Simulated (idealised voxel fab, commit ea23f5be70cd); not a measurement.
The name of this process module is voxel gate over fins.
Square cell edge 5 nm, section width 240 nm, ID cut.
When this document writes out a cross-section, it uses a grid of square cells and lists it as bands, beginning at the top and moving down, with a band standing for one or more rows of cells. Basically the band line says how high the top is and how high the bottom is, in nm, and then what's in it from left to right, every material with its width in nm. Empty space shows up as "blank", and if a single material carries "everywhere" it runs the full band edge to edge. Heights are expressed relative to 0, this being the level below which the as-received wafer comprises one material exclusively. The lowest band is unbounded in the downward direction and is denoted as in "from 0 down". It should be noted that a width expressed as "30..40" varies in equal increments from row to row of cells within the band, taking the value of the first number at the top row and that of the second number at the bottom row. Basically "no alterations made" means that step didn't change any cell in the cross-section. If an empty space has no open way to the top and is at least 8 cells in size, "Closed voids list" lists it, written width x height at distance, where distance is measured from the left edge and every value is in nm. Where a step's line continues beyond its settings, the continuation is a remark by the simulator itself on that step. overlay nm: on a step with a mask, how far right of its planned place the mask lay; negative means left.
Intended process steps:
1,RECEIVE,material Si
2,CONFORMAL_DEP,material SiN,thk nm 10
3,MASKED_ETCH,tone cover,mask id FINS,width nm 15,pitch nm 50,etch materials SiN,depth nm 10,overlay nm 0
4,MASKED_ETCH,tone cover,mask id FINS,width nm 15,pitch nm 50,etch materials Si,depth nm 40,overlay nm 0
5,FILL_DEP,material SiO2,thk nm 5
6,CMP,height nm 10
7,MASKED_ETCH,tone open,mask id RAIL,width nm 15,etch materials SiO2,depth nm 45,overlay nm 0
8,CONFORMAL_DEP,material TiN,thk nm 5
9,FILL_DEP,material Ru,thk nm 5
10,CMP,height nm 10
11,SELECTIVE_ETCH,etch materials W Ru TiN,depth nm 30
12,FILL_DEP,material SiO2,thk nm 5
13,CMP,height nm 10
14,SELECTIVE_ETCH,etch materials SiO2,depth nm 20
15,STRIP,etch materials SiN
16,CONFORMAL_DEP,material HfO2,thk nm 5
17,CONFORMAL_DEP,material TiN,thk nm 5
18,FILL_DEP,material W,thk nm 15
19,CMP,height nm 20
20,CONFORMAL_DEP,material SiN,thk nm 10
Wafer cross-section on receipt, i.e. after step 1:
> from 0 down | Si everywhere
> Closed voids list: none
Sectioned view, first of two wafers, at the close of the module, processed as intended in the plan:
> from 30 to 20 | SiN everywhere
> from 20 to 10 | W everywhere
> from 10 to 5 | W 50 nm | TiN 35 nm | W 15 nm | TiN 35 nm | W 15 nm | TiN 35 nm | W 55 nm
> from 5 to 0 | W 50 nm | TiN 5 nm | HfO2 25 nm | TiN 5 nm | W 15 nm | TiN 5 nm | HfO2 25 nm | TiN 5 nm | W 15 nm | TiN 5 nm | HfO2 25 nm | TiN 5 nm | W 55 nm
> from 0 to -5 | TiN 55 nm | HfO2 5 nm | Si 15 nm | HfO2 5 nm | TiN 25 nm | HfO2 5 nm | Si 15 nm | HfO2 5 nm | TiN 25 nm | HfO2 5 nm | Si 15 nm | HfO2 5 nm | TiN 60 nm
> from -5 to -10 | HfO2 60 nm | Si 15 nm | HfO2 35 nm | Si 15 nm | HfO2 35 nm | Si 15 nm | HfO2 65 nm
> from -10 to -20 | SiO2 60 nm | Si 15 nm | SiO2 35 nm | Si 15 nm | SiO2 35 nm | Si 15 nm | SiO2 65 nm
> from -20 to -30 | SiO2 60 nm | Si 15 nm | SiO2 10 nm | TiN 5 nm | Ru 5 nm | TiN 5 nm | SiO2 10 nm | Si 15 nm | SiO2 35 nm | Si 15 nm | SiO2 65 nm
> from -30 to -35 | SiO2 60 nm | Si 15 nm | SiO2 10 nm | TiN 15 nm | SiO2 10 nm | Si 15 nm | SiO2 35 nm | Si 15 nm | SiO2 65 nm
> from -35 to -40 | SiO2 60 nm | Si 15 nm | SiO2 35 nm | Si 15 nm | SiO2 35 nm | Si 15 nm | SiO2 65 nm
> from -40 down | Si everywhere
> Closed voids list: none
Second wafer cross-section at end of module - shared start and plan with the first, one mistake in the run:
> from 30 to 20 | SiN everywhere
> from 20 to 10 | W everywhere
> from 10 to 5 | W 50 nm | TiN 35 nm | W 15 nm | TiN 35 nm | W 15 nm | TiN 35 nm | W 55 nm
> from 5 to 0 | W 50 nm | TiN 5 nm | HfO2 25 nm | TiN 5 nm | W 15 nm | TiN 5 nm | HfO2 25 nm | TiN 5 nm | W 15 nm | TiN 5 nm | HfO2 25 nm | TiN 5 nm | W 55 nm
> from 0 to -5 | TiN 55 nm | HfO2 5 nm | Si 15 nm | HfO2 5 nm | TiN 5 nm | W 15 nm | TiN 5 nm | HfO2 5 nm | Si 15 nm | HfO2 5 nm | TiN 5 nm | W 15 nm | TiN 5 nm | HfO2 5 nm | Si 15 nm | HfO2 5 nm | TiN 60 nm
> from -5 to -10 | HfO2 45 nm | TiN 10 nm | HfO2 5 nm | Si 15 nm | HfO2 5 nm | TiN 5 nm | W 15 nm | TiN 5 nm | HfO2 5 nm | Si 15 nm | HfO2 5 nm | TiN 5 nm | W 15 nm | TiN 5 nm | HfO2 5 nm | Si 15 nm | HfO2 5 nm | TiN 10 nm | HfO2 50 nm
> from -10 to -15 | SiO2 40 nm | HfO2 5 nm | TiN 10 nm | HfO2 5 nm | Si 15 nm | HfO2 5 nm | TiN 25 nm | HfO2 5 nm | Si 15 nm | HfO2 5 nm | TiN 25 nm | HfO2 5 nm | Si 15 nm | HfO2 5 nm | TiN 10 nm | HfO2 5 nm | SiO2 45 nm
> from -15 to -20 | SiO2 40 nm | HfO2 20 nm | Si 15 nm | HfO2 35 nm | Si 15 nm | HfO2 35 nm | Si 15 nm | HfO2 20 nm | SiO2 45 nm
> from -20 to -30 | SiO2 60 nm | Si 15 nm | SiO2 10 nm | TiN 5 nm | Ru 5 nm | TiN 5 nm | SiO2 10 nm | Si 15 nm | SiO2 35 nm | Si 15 nm | SiO2 65 nm
> from -30 to -35 | SiO2 60 nm | Si 15 nm | SiO2 10 nm | TiN 15 nm | SiO2 10 nm | Si 15 nm | SiO2 35 nm | Si 15 nm | SiO2 65 nm
> from -35 to -40 | SiO2 60 nm | Si 15 nm | SiO2 35 nm | Si 15 nm | SiO2 35 nm | Si 15 nm | SiO2 65 nm
> from -40 down | Si everywhere
> Closed voids list: none
what went wrong: the processing plan was not followed for steps 14 and 15, which were run with their positions exchanged
Looking at both finished wafers in cells, the second ends up ahead of or behind the first on some materials: +16 HfO2, -44 SiO2, +16 TiN, +12 W
